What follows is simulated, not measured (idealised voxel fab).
process module | voxel fin reveal
cross-section cut | 180 nm wide | cells 5 nm
A cross-section is a grid of square cells, given in bands from the top down. A band is one or more rows of cells.
Each band's line starts with the height of the band's top and of its bottom, in nm. Then come its materials from left to right, each with its width in nm. One material with "throughout" fills the band from edge to edge. "air" is empty space.
Height 0 is the level under which the wafer as received is all one material. The lowest band goes on downwards, as in "0 down".
A width such as "30 to 40" changes by the same amount from each row of cells to the next, from the band's top row to its bottom row.
"no change" after a step means that no cell of the cross-section changed.
closed voids: empty space of 8 cells or more with no open way to the top, each as width x height at its distance from the left edge, in nm
after a step's settings: what the simulator itself notes on the step
overlay nm, on a step with a mask: how far to the right of its planned place the mask lay; to the left if negative
plan
1 op RECEIVE | material Si
2 op CONFORMAL_DEP | material SiN | thk nm 10
3 op MASKED_ETCH | tone cover | mask id FINS | width nm 15 | pitch nm 40 | etch materials SiN | depth nm 10 | overlay nm 0
4 op MASKED_ETCH | tone cover | mask id FINS | width nm 15 | pitch nm 40 | etch materials Si | depth nm 35 | overlay nm 0
5 op OXIDIZE | depth nm 5
6 op FILL_DEP | material SiO2 | thk nm 5
7 op CMP | height nm 10
8 op SELECTIVE_ETCH | etch materials SiO2 | depth nm 25
9 op STRIP | etch materials SiN
10 op CONFORMAL_DEP | material HfO2 | thk nm 5
as received, after step 1
  0 down: Si throughout
  closed voids: none
first wafer at the end, as planned
  5 to 0: air 60 | HfO2 15 | air 25 | HfO2 15 | air 65
  0 to -10: air 60 | HfO2 5 | Si 5 | HfO2 5 | air 25 | HfO2 5 | Si 5 | HfO2 5 | air 65
  -10 to -15: HfO2 65 | Si 5 | HfO2 35 | Si 5 | HfO2 70
  -15 to -40: SiO2 65 | Si 5 | SiO2 35 | Si 5 | SiO2 70
  -40 down: Si throughout
  closed voids: none
second wafer at the end: like start, like plan, one mistake
  5 to 0: air 60 | HfO2 15 | air 25 | HfO2 15 | air 65
  0 to -35: air 60 | HfO2 5 | Si 5 | HfO2 5 | air 25 | HfO2 5 | Si 5 | HfO2 5 | air 65
  -35 to -40: HfO2 65 | Si 5 | HfO2 35 | Si 5 | HfO2 70
  -40 down: Si throughout
  closed voids: none
what went wrong: step 8 was run twice
at the end the second wafer has, in cells: 20 more of HfO2 | 170 fewer of SiO2
